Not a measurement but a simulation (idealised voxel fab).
process module | voxel gate over fins
cross-section cut | 155 nm wide | cells 5 nm
A cross-section is a grid of square cells, given in bands from the top down. A band is one or more rows of cells.
Each band's line starts with the height of the band's top and of its bottom, in nm. Then come its materials from left to right, each with its width in nm. One material with "throughout" fills the band from edge to edge. "air" is empty space.
Height 0 is the level under which the wafer as received is all one material. The lowest band goes on downwards, as in "0 down".
A width such as "30 to 40" changes by the same amount from each row of cells to the next, from the band's top row to its bottom row.
"no change" after a step means that no cell of the cross-section changed.
closed voids: empty space of 8 cells or more with no open way to the top, each as width x height at its distance from the left edge, in nm
after a step's settings: what the simulator itself notes on the step
overlay nm, on a step with a mask: how far to the right of its planned place the mask lay; to the left if negative
plan
1 op RECEIVE | material Si
2 op CONFORMAL_DEP | material SiN | thk nm 5
3 op MASKED_ETCH | tone cover | mask id FINS | width nm 15 | pitch nm 50 | etch materials SiN | depth nm 5 | overlay nm 0
4 op MASKED_ETCH | tone cover | mask id FINS | width nm 15 | pitch nm 50 | etch materials Si | depth nm 30 | overlay nm 0
5 op FILL_DEP | material SiO2 | thk nm 5
6 op CMP | height nm 5
7 op DIRECTIONAL_DEP | material aC | thk nm 10
8 op PATTERN | tone open | mask id RAIL | material resist | width nm 15 | thk nm 30 | overlay nm 0
9 op DIRECTIONAL_ETCH | etch materials aC | depth nm 10
10 op STRIP | etch materials resist
11 op DIRECTIONAL_ETCH | etch materials SiO2 | depth nm 30
12 op STRIP | etch materials aC
13 op CONFORMAL_DEP | material TiN | thk nm 5
14 op FILL_DEP | material W | thk nm 10
15 op CMP | height nm 5
16 op SELECTIVE_ETCH | etch materials W Ru TiN | depth nm 20
17 op FILL_DEP | material SiO2 | thk nm 5
18 op CMP | height nm 5
19 op SELECTIVE_ETCH | etch materials SiO2 | depth nm 15
20 op STRIP | etch materials SiN
21 op CONFORMAL_DEP | material HfO2 | thk nm 5
22 op CONFORMAL_DEP | material TiN | thk nm 5
23 op FILL_DEP | material W | thk nm 10
24 op CMP | height nm 15
25 op CONFORMAL_DEP | material SiCN | thk nm 10
as received, after step 1
  0 down: Si throughout
  closed voids: none
first wafer at the end, as planned
  25 to 15: SiCN throughout
  15 to 10: W throughout
  10 to 5: W 10 | TiN 35 | W 15 | TiN 35 | W 15 | TiN 35 | W 10
  5 to 0: W 10 | TiN 5 | HfO2 25 | TiN 5 | W 15 | TiN 5 | HfO2 25 | TiN 5 | W 15 | TiN 5 | HfO2 25 | TiN 5 | W 10
  0 to -5: TiN 15 | HfO2 5 | Si 15 | HfO2 5 | TiN 25 | HfO2 5 | Si 15 | HfO2 5 | TiN 25 | HfO2 5 | Si 15 | HfO2 5 | TiN 15
  -5 to -10: HfO2 20 | Si 15 | HfO2 35 | Si 15 | HfO2 35 | Si 15 | HfO2 20
  -10 to -15: SiO2 20 | Si 15 | SiO2 35 | Si 15 | SiO2 35 | Si 15 | SiO2 20
  -15 to -20: SiO2 20 | Si 15 | SiO2 10 | TiN 5 | W 5 | TiN 5 | SiO2 10 | Si 15 | SiO2 35 | Si 15 | SiO2 20
  -20 to -25: SiO2 20 | Si 15 | SiO2 10 | TiN 15 | SiO2 10 | Si 15 | SiO2 35 | Si 15 | SiO2 20
  -25 to -30: SiO2 20 | Si 15 | SiO2 35 | Si 15 | SiO2 35 | Si 15 | SiO2 20
  -30 down: Si throughout
  closed voids: none
second wafer at the end: like start, like plan, one mistake
  25 to 15: SiCN throughout
  15 to 10: W throughout
  10 to 5: W 10 | TiN 35 | W 15 | TiN 35 | W 15 | TiN 35 | W 10
  5 to 0: W 10 | TiN 5 | HfO2 25 | TiN 5 | W 15 | TiN 5 | HfO2 25 | TiN 5 | W 15 | TiN 5 | HfO2 25 | TiN 5 | W 10
  0 to -5: TiN 15 | HfO2 5 | Si 15 | HfO2 5 | TiN 25 | HfO2 5 | Si 15 | HfO2 5 | TiN 25 | HfO2 5 | Si 15 | HfO2 5 | TiN 15
  -5 to -10: HfO2 20 | Si 15 | HfO2 35 | Si 15 | HfO2 35 | Si 15 | HfO2 20
  -10 to -15: SiO2 20 | Si 15 | SiO2 35 | Si 15 | SiO2 35 | Si 15 | SiO2 20
  -15 to -20: SiO2 20 | Si 15 | SiO2 5 | TiN 5 | W 15 | TiN 5 | SiO2 5 | Si 15 | SiO2 35 | Si 15 | SiO2 20
  -20 to -25: SiO2 20 | Si 15 | SiO2 5 | TiN 25 | SiO2 5 | Si 15 | SiO2 35 | Si 15 | SiO2 20
  -25 to -30: SiO2 20 | Si 15 | SiO2 35 | Si 15 | SiO2 35 | Si 15 | SiO2 20
  -30 down: Si throughout
  closed voids: none
what went wrong: step 8 ran as: op PATTERN | tone open | mask id RAIL | material resist | width nm 25 | thk nm 30 | overlay nm 0
at the end the second wafer has, in cells: 4 fewer of SiO2 | 2 more of TiN | 2 more of W
